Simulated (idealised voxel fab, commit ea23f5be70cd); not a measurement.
Module name: voxel self aligned vias (process module)
The width of the displayed cross-section, cut, is 185 nm; its cells are square, with a size of 5 nm.
In this document a cross-section is written as a grid of square cells. It is given as a series of bands, listed from the top down, and a band is one or more rows of cells.
This entry defines a band. It first specifies the height of the band's top and the height of its bottom in nm, and then specifies the band's materials from left to right, stating each material with its width in nm. The word "throughout" identifies a single material that fills the band from edge to edge, while the word "blank" identifies empty space.
Counting heights begins at 0, where everything beneath is, in the wafer as received, one material. The lowest band has no bottom; it goes on downwards, as "top 0, no bottom" shows.
A two-number width, for instance "30..40", indicates that the width is equal to the first number in the top row of the band and to the second number in the bottom row, and that it changes by a constant amount per row of cells.
No cell of the cross-section changed in a step that is given as "no alteration".
The entry "Completely sealed voids" lists the empty spaces that cover at least 8 cells and have no open path to the top. Each is written as width x height at distance, where the distance is measured from the left edge and all three values are in nm.
The remark found on a step's line after its settings is issued by the simulator itself and pertains to that step.
"overlay nm", when on a step's line for a step with a mask, measures how far to the right of its planned place the mask lay; a negative measure means to the left.
Process steps - plan:
1 RECEIVE (material Si)
2 CONFORMAL_DEP (material SiO2; thk nm 10)
3 CONFORMAL_DEP (material SiCN; thk nm 5)
4 DIRECTIONAL_DEP (material SiO2; thk nm 25)
5 MASKED_ETCH (tone open; mask id LINES; width nm 25; pitch nm 70; etch materials SiO2; depth nm 25; overlay nm 0)
6 CONFORMAL_DEP (material TiN; thk nm 5)
7 FILL_DEP (material Ru; thk nm 10)
8 CMP (height nm 40)
9 SELECTIVE_ETCH (etch materials W Ru TiN; depth nm 5)
10 FILL_DEP (material SiN; thk nm 10)
11 CMP (height nm 40)
12 DIRECTIONAL_DEP (material SiO2; thk nm 20)
13 DIRECTIONAL_DEP (material aC; thk nm 10)
14 PATTERN (tone open; mask id VIAS; material resist; width nm 45; thk nm 30; overlay nm 0)
15 DIRECTIONAL_ETCH (etch materials aC; depth nm 10)
16 STRIP (etch materials resist)
17 DIRECTIONAL_ETCH (etch materials SiO2; depth nm 20)
18 DIRECTIONAL_ETCH (etch materials SiN; depth nm 5)
19 STRIP (etch materials aC)
20 CONFORMAL_DEP (material TiN; thk nm 5)
21 FILL_DEP (material Ru; thk nm 10)
22 CMP (height nm 60)
23 CONFORMAL_DEP (material SiCN; thk nm 5)
Wafer at receipt (post step 1), cross-section:
- top 0, no bottom = Si throughout
- Completely sealed voids: none
The plan above was carried out on the starting structure above with one mistake, and this cross-section shows the wafer at the end of the module:
- top 65, bottom 60 = SiCN throughout
- top 60, bottom 45 = SiO2 30, then TiN 5, then Ru 45, then TiN 5, then SiO2 100
- top 45, bottom 40 = SiO2 30, then TiN 20, then Ru 15, then TiN 20, then SiO2 100
- top 40, bottom 35 = SiO2 45, then TiN 25, then SiO2 45, then SiN 25, then SiO2 45
- top 35, bottom 20 = SiO2 45, then TiN 5, then Ru 15, then TiN 5, then SiO2 45, then TiN 5, then Ru 15, then TiN 5, then SiO2 45
- top 20, bottom 15 = SiO2 45, then TiN 25, then SiO2 45, then TiN 25, then SiO2 45
- top 15, bottom 10 = SiCN throughout
- top 10, bottom 0 = SiO2 throughout
- top 0, no bottom = Si throughout
- Completely sealed voids: none
What went wrong in running the wafer? step 14 was run on a setting that differed from the plan, and what really ran there is PATTERN (tone open; mask id VIAS; material resist; width nm 55; thk nm 30; overlay nm 0)
